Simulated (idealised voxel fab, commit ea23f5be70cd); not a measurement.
Process module in this document: voxel ribs on slabs
Cross-section cut spans 170 nm and uses square cells 5 nm in size.
A cross-section is written here as square cells arranged in a grid, and it is given in bands from the top down, each band taking up one or more rows of cells. First you get the band's top height and its bottom height, in nm, and then the materials it's made of, left to right, with each width in nm. If you see a single material with "all across", that one covers the band edge to edge. "empty" is empty space. Zero point of the height axis is 0; under it, received wafer = one material. Lowest band: continues down indefinitely, "z 0 and below". Note: "30 to 40" means the width goes from the first number (top row of the band) to the second number (bottom row) in equal steps per row of cells. Given "remained unchanged" for a step, no cell of the cross-section differs between before and after that step. Closed-off voids of 8+ cells (no open route to the top) go in "Closed void list", written width x height at distance from the left edge, in nm. The remark found on a step's line after its settings is issued by the simulator itself and pertains to that step. overlay nm: mask offset rightward from planned place, masked step; negative means leftward offset.
PLANNED STEP LIST FOR THE PROCESS
1) RECEIVE | material Si
2) DIRECTIONAL_DEP | material SiO2 | thk nm 30
3) DIRECTIONAL_DEP | material polySi | thk nm 25
4) DIRECTIONAL_DEP | material aC | thk nm 10
5) PATTERN | tone cover | mask id RIB | material resist | width nm 25 | thk nm 30 | overlay nm 0
6) DIRECTIONAL_ETCH | etch materials aC | depth nm 10
7) STRIP | etch materials resist
8) DIRECTIONAL_ETCH | etch materials polySi | depth nm 10
9) STRIP | etch materials aC
10) MASKED_ETCH | tone cover | mask id SLAB | width nm 55 | etch materials polySi | depth nm 15 | overlay nm 0
11) FILL_DEP | material SiO2 | thk nm 25
12) CMP | height nm 75
13) DIRECTIONAL_DEP | material W | thk nm 10
14) DIRECTIONAL_DEP | material aC | thk nm 15
15) PATTERN | tone cover | mask id HEATER | material resist | width nm 35 | thk nm 30 | overlay nm 0
16) DIRECTIONAL_ETCH | etch materials aC | depth nm 15
17) STRIP | etch materials resist
18) DIRECTIONAL_ETCH | etch materials W | depth nm 10
19) STRIP | etch materials aC
20) CONFORMAL_DEP | material SiO2 | thk nm 5
THE FIRST OF THE TWO WAFERS, WHICH RAN AS PLANNED
INCOMING WAFER, CROSS-SECTIONAL VIEW, POST STEP 1
* z 0 and below | Si all across
* Closed void list: none
CROSS-SECTION OF THE WAFER SUBSEQUENT TO STEP 2
* z 30 to 0 | SiO2 all across
* Below 0, no change.
CROSS-SECTION OF THE WAFER SUBSEQUENT TO STEP 3
* z 55 to 30 | polySi all across
* Below 30, no change.
CROSS-SECTION OF THE WAFER SUBSEQUENT TO STEP 4
* z 65 to 55 | aC all across
* Below 55, no change.
CROSS-SECTION OF THE WAFER SUBSEQUENT TO STEP 5
* z 95 to 65 | 70 of empty | 25 of resist | 75 of empty
* Below 65, no change.
CROSS-SECTION OF THE WAFER SUBSEQUENT TO STEP 6
* z 85 to 65 | 70 of empty | 25 of resist | 75 of empty
* z 65 to 55 | 70 of empty | 25 of aC | 75 of empty
* Below 55, no change.
CROSS-SECTION OF THE WAFER SUBSEQUENT TO STEP 7
* z 65 to 55 | 70 of empty | 25 of aC | 75 of empty
* Below 55, no change.
CROSS-SECTION OF THE WAFER SUBSEQUENT TO STEP 8
* z 65 to 55 | 70 of empty | 25 of aC | 75 of empty
* z 55 to 45 | 70 of empty | 25 of polySi | 75 of empty
* Below 45, no change.
CROSS-SECTION OF THE WAFER SUBSEQUENT TO STEP 9
* z 55 to 45 | 70 of empty | 25 of polySi | 75 of empty
* Below 45, no change.
CROSS-SECTION OF THE WAFER SUBSEQUENT TO STEP 10
* z 55 to 45 | 70 of empty | 25 of polySi | 75 of empty
* z 45 to 30 | 55 of empty | 55 of polySi | 60 of empty
* Below 30, no change.
CROSS-SECTION OF THE WAFER SUBSEQUENT TO STEP 11
* z 80 to 55 | SiO2 all across
* z 55 to 45 | 70 of SiO2 | 25 of polySi | 75 of SiO2
* z 45 to 30 | 55 of SiO2 | 55 of polySi | 60 of SiO2
* Below 30, no change.
CROSS-SECTION OF THE WAFER SUBSEQUENT TO STEP 12
* z 75 to 55 | SiO2 all across
* Below 55, no change.
CROSS-SECTION OF THE WAFER SUBSEQUENT TO STEP 13
* z 85 to 75 | W all across
* Below 75, no change.
CROSS-SECTION OF THE WAFER SUBSEQUENT TO STEP 14
* z 100 to 85 | aC all across
* Below 85, no change.
CROSS-SECTION OF THE WAFER SUBSEQUENT TO STEP 15
* z 130 to 100 | 65 of empty | 35 of resist | 70 of empty
* Below 100, no change.
CROSS-SECTION OF THE WAFER SUBSEQUENT TO STEP 16
* z 115 to 100 | 65 of empty | 35 of resist | 70 of empty
* z 100 to 85 | 65 of empty | 35 of aC | 70 of empty
* Below 85, no change.
CROSS-SECTION OF THE WAFER SUBSEQUENT TO STEP 17
* z 100 to 85 | 65 of empty | 35 of aC | 70 of empty
* Below 85, no change.
CROSS-SECTION OF THE WAFER SUBSEQUENT TO STEP 18
* z 100 to 85 | 65 of empty | 35 of aC | 70 of empty
* z 85 to 75 | 65 of empty | 35 of W | 70 of empty
* Below 75, no change.
CROSS-SECTION OF THE WAFER SUBSEQUENT TO STEP 19
* z 85 to 75 | 65 of empty | 35 of W | 70 of empty
* Below 75, no change.
CROSS-SECTION OF THE WAFER SUBSEQUENT TO STEP 20
* z 90 to 85 | 60 of empty | 45 of SiO2 | 65 of empty
* z 85 to 80 | 60 of empty | 5 of SiO2 | 35 of W | 5 of SiO2 | 65 of empty
* z 80 to 75 | 65 of SiO2 | 35 of W | 70 of SiO2
* Below 75, no change.
WAFER TWO. IDENTICAL START, IDENTICAL PLAN. ONE MISTAKE IN EXECUTION. IDENTICAL HISTORY THROUGH STEP 14
CROSS-SECTION, SECOND WAFER, AT THE END TIME THE PLAN GIVES FOR STEP 15
* z 130 to 100 | 55 of empty | 35 of resist | 80 of empty
* Below 100, no change.
CROSS-SECTION, SECOND WAFER, AT THE END TIME THE PLAN GIVES FOR STEP 16
* z 115 to 100 | 55 of empty | 35 of resist | 80 of empty
* z 100 to 85 | 55 of empty | 35 of aC | 80 of empty
* Below 85, no change.
CROSS-SECTION, SECOND WAFER, AT THE END TIME THE PLAN GIVES FOR STEP 17
* z 100 to 85 | 55 of empty | 35 of aC | 80 of empty
* Below 85, no change.
CROSS-SECTION, SECOND WAFER, AT THE END TIME THE PLAN GIVES FOR STEP 18
* z 100 to 85 | 55 of empty | 35 of aC | 80 of empty
* z 85 to 75 | 55 of empty | 35 of W | 80 of empty
* Below 75, no change.
CROSS-SECTION, SECOND WAFER, AT THE END TIME THE PLAN GIVES FOR STEP 19
* z 85 to 75 | 55 of empty | 35 of W | 80 of empty
* Below 75, no change.
CROSS-SECTION, SECOND WAFER, AT THE END TIME THE PLAN GIVES FOR STEP 20
* z 90 to 85 | 50 of empty | 45 of SiO2 | 75 of empty
* z 85 to 80 | 50 of empty | 5 of SiO2 | 35 of W | 5 of SiO2 | 75 of empty
* z 80 to 75 | 55 of SiO2 | 35 of W | 80 of SiO2
* Below 75, no change.
So what did we get wrong on this run? step 15 was processed under conditions differing from the plan, specifically as PATTERN | tone cover | mask id HEATER | material resist | width nm 35 | thk nm 30 | overlay nm -10
Final wafers compared: equal cell tally per material, rearranged layout.
